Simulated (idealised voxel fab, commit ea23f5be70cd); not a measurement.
process module | voxel ribs on slabs
cross-section cut | 190 nm wide | cells 5 nm
A cross-section is a grid of square cells, given in bands from the top down. A band is one or more rows of cells.
Each band's line starts with the height of the band's top and of its bottom, in nm. Then come its materials from left to right, each with its width in nm. One material with "throughout" fills the band from edge to edge. "air" is empty space.
Height 0 is the level under which the wafer as received is all one material. The lowest band goes on downwards, as in "0 down".
A width such as "30 to 40" changes by the same amount from each row of cells to the next, from the band's top row to its bottom row.
"no change" after a step means that no cell of the cross-section changed.
closed voids: empty space of 8 cells or more with no open way to the top, each as width x height at its distance from the left edge, in nm
after a step's settings: what the simulator itself notes on the step
overlay nm, on a step with a mask: how far to the right of its planned place the mask lay; to the left if negative
plan
1 op RECEIVE | material Si
2 op DIRECTIONAL_DEP | material SiO2 | thk nm 30
3 op DIRECTIONAL_DEP | material polySi | thk nm 20
4 op DIRECTIONAL_DEP | material aC | thk nm 10
5 op PATTERN | tone cover | mask id RIB | material resist | width nm 30 | thk nm 30 | overlay nm 0
6 op DIRECTIONAL_ETCH | etch materials aC | depth nm 10
7 op STRIP | etch materials resist
8 op DIRECTIONAL_ETCH | etch materials polySi | depth nm 5
9 op STRIP | etch materials aC
10 op DIRECTIONAL_DEP | material aC | thk nm 10
11 op PATTERN | tone cover | mask id SLAB | material resist | width nm 80 | thk nm 25 | overlay nm 0
12 op DIRECTIONAL_ETCH | etch materials aC | depth nm 10
13 op STRIP | etch materials resist
14 op DIRECTIONAL_ETCH | etch materials polySi | depth nm 15
15 op STRIP | etch materials aC
16 op FILL_DEP | material SiO2 | thk nm 30
17 op CMP | height nm 70
18 op DIRECTIONAL_DEP | material TiN | thk nm 5
19 op PATTERN | tone cover | mask id HEATER | material resist | width nm 40 | thk nm 20 | overlay nm 0
20 op DIRECTIONAL_ETCH | etch materials TiN | depth nm 5
21 op STRIP | etch materials resist
22 op CONFORMAL_DEP | material SiO2 | thk nm 10
first wafer, as planned
as received, after step 1
  0 down: Si throughout
  closed voids: none
after step 2
  30 to 0: SiO2 throughout
  below 0: unchanged
after step 3
  50 to 30: polySi throughout
  below 30: unchanged
after step 4
  60 to 50: aC throughout
  below 50: unchanged
after step 5
  90 to 60: air 80 | resist 30 | air 80
  below 60: unchanged
after step 6
  80 to 60: air 80 | resist 30 | air 80
  60 to 50: air 80 | aC 30 | air 80
  below 50: unchanged
after step 7
  60 to 50: air 80 | aC 30 | air 80
  below 50: unchanged
after step 8
  60 to 50: air 80 | aC 30 | air 80
  50 to 45: air 80 | polySi 30 | air 80
  below 45: unchanged
after step 9
  50 to 45: air 80 | polySi 30 | air 80
  below 45: unchanged
after step 10
  60 to 55: air 80 | aC 30 | air 80
  55 to 50: aC throughout
  50 to 45: aC 80 | polySi 30 | aC 80
  below 45: unchanged
after step 11
  85 to 60: air 55 | resist 80 | air 55
  60 to 55: air 55 | resist 25 | aC 30 | resist 25 | air 55
  below 55: unchanged
after step 12
  75 to 60: air 55 | resist 80 | air 55
  60 to 55: air 55 | resist 25 | aC 30 | resist 25 | air 55
  55 to 50: air 55 | aC 80 | air 55
  50 to 45: air 55 | aC 25 | polySi 30 | aC 25 | air 55
  below 45: unchanged
after step 13
  60 to 50: air 80 to 55 | aC 30 to 80 | air 80 to 55
  below 50: unchanged
after step 14
  60 to 50: air 80 to 55 | aC 30 to 80 | air 80 to 55
  50 to 45: air 55 | aC 25 | polySi 30 | aC 25 | air 55
  45 to 30: air 55 | polySi 80 | air 55
  below 30: unchanged
after step 15
  50 to 45: air 80 | polySi 30 | air 80
  below 45: unchanged
after step 16
  80 to 50: SiO2 throughout
  50 to 45: SiO2 80 | polySi 30 | SiO2 80
  45 to 30: SiO2 55 | polySi 80 | SiO2 55
  below 30: unchanged
after step 17
  70 to 50: SiO2 throughout
  below 50: unchanged
after step 18
  75 to 70: TiN throughout
  below 70: unchanged
after step 19
  95 to 75: air 75 | resist 40 | air 75
  below 75: unchanged
after step 20
  95 to 75: air 75 | resist 40 | air 75
  75 to 70: air 75 | TiN 40 | air 75
  below 70: unchanged
after step 21
  75 to 70: air 75 | TiN 40 | air 75
  below 70: unchanged
after step 22
  85 to 80: air 65 | SiO2 60 | air 65
  80 to 75: SiO2 throughout
  75 to 70: SiO2 75 | TiN 40 | SiO2 75
  below 70: unchanged
second wafer: like start, like plan, one mistake. Through step 18 it matches the first wafer
when step 19 should have ended
  95 to 75: resist 75 | air 40 | resist 75
  below 75: unchanged
when step 20 should have ended
  95 to 75: resist 75 | air 40 | resist 75
  75 to 70: TiN 75 | air 40 | TiN 75
  below 70: unchanged
when step 21 should have ended
  75 to 70: TiN 75 | air 40 | TiN 75
  below 70: unchanged
when step 22 should have ended
  85 to 80: SiO2 85 | air 20 | SiO2 85
  80 to 75: SiO2 throughout
  75 to 70: TiN 75 | SiO2 40 | TiN 75
  below 70: unchanged
what went wrong: step 19 ran as: op PATTERN | tone open | mask id HEATER | material resist | width nm 40 | thk nm 20 | overlay nm 0
at the end the second wafer has, in cells: 22 more of TiN
